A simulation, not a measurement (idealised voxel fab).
process module | voxel gate over fins
cross-section cut | 175 nm wide | cells 5 nm
A cross-section is a grid of square cells, given in bands from the top down. A band is one or more rows of cells.
Each band's line starts with the height of the band's top and of its bottom, in nm. Then come its materials from left to right, each with its width in nm. One material with "throughout" fills the band from edge to edge. "air" is empty space.
Height 0 is the level under which the wafer as received is all one material. The lowest band goes on downwards, as in "0 down".
A width such as "30 to 40" changes by the same amount from each row of cells to the next, from the band's top row to its bottom row.
"no change" after a step means that no cell of the cross-section changed.
closed voids: empty space of 8 cells or more with no open way to the top, each as width x height at its distance from the left edge, in nm
after a step's settings: what the simulator itself notes on the step
overlay nm, on a step with a mask: how far to the right of its planned place the mask lay; to the left if negative
plan
1 op RECEIVE | material Si
2 op CONFORMAL_DEP | material SiN | thk nm 10
3 op PATTERN | tone cover | mask id FINS | material resist | width nm 15 | pitch nm 35 | thk nm 20 | overlay nm 0
4 op DIRECTIONAL_ETCH | etch materials SiN | depth nm 10
5 op DIRECTIONAL_ETCH | etch materials Si | depth nm 30
6 op STRIP | etch materials resist
7 op OXIDIZE | depth nm 5
8 op FILL_DEP | material SiO2 | thk nm 15
9 op CMP | height nm 10
10 op SELECTIVE_ETCH | etch materials SiO2 | depth nm 25
11 op STRIP | etch materials SiN
12 op CONFORMAL_DEP | material HfO2 | thk nm 5
13 op CONFORMAL_DEP | material TiN | thk nm 5
14 op CONFORMAL_DEP | material TiAl | thk nm 5
15 op CONFORMAL_DEP | material TiN | thk nm 5
16 op FILL_DEP | material W | thk nm 15
17 op CMP | height nm 30
18 op CONFORMAL_DEP | material SiCN | thk nm 10
as received, after step 1
  0 down: Si throughout
  closed voids: none
a wafer at the end: this start, this plan, one mistake
  40 to 30: SiCN throughout
  30 to 20: W throughout
  20 to 15: W 20 | TiN 115 | W 40
  15 to 10: W 20 | TiN 5 | TiAl 105 | TiN 5 | W 40
  10 to 5: W 20 | TiN 5 | TiAl 5 | TiN 25 | TiAl 10 | TiN 25 | TiAl 10 | TiN 25 | TiAl 5 | TiN 5 | W 40
  5 to 0: TiN 25 | TiAl 5 | TiN 5 | HfO2 15 | TiN 5 | TiAl 10 | TiN 5 | HfO2 15 | TiN 5 | TiAl 10 | TiN 5 | HfO2 15 | TiN 5 | TiAl 5 | TiN 45
  0 to -5: TiAl 30 | TiN 5 | HfO2 5 | Si 5 | HfO2 5 | TiN 5 | TiAl 10 | TiN 5 | HfO2 5 | Si 5 | HfO2 5 | TiN 5 | TiAl 10 | TiN 5 | HfO2 5 | Si 5 | HfO2 5 | TiN 5 | TiAl 50
  -5 to -10: TiN 35 | HfO2 5 | Si 5 | HfO2 5 | TiN 20 | HfO2 5 | Si 5 | HfO2 5 | TiN 20 | HfO2 5 | Si 5 | HfO2 5 | TiN 55
  -10 to -15: HfO2 40 | Si 5 | HfO2 30 | Si 5 | HfO2 30 | Si 5 | HfO2 60
  -15 to -35: SiO2 40 | Si 5 | SiO2 30 | Si 5 | SiO2 30 | Si 5 | SiO2 60
  -35 down: Si throughout
  closed voids: none
what went wrong: step 3 ran as: op PATTERN | tone cover | mask id FINS | material resist | width nm 15 | pitch nm 35 | thk nm 20 | overlay nm -10
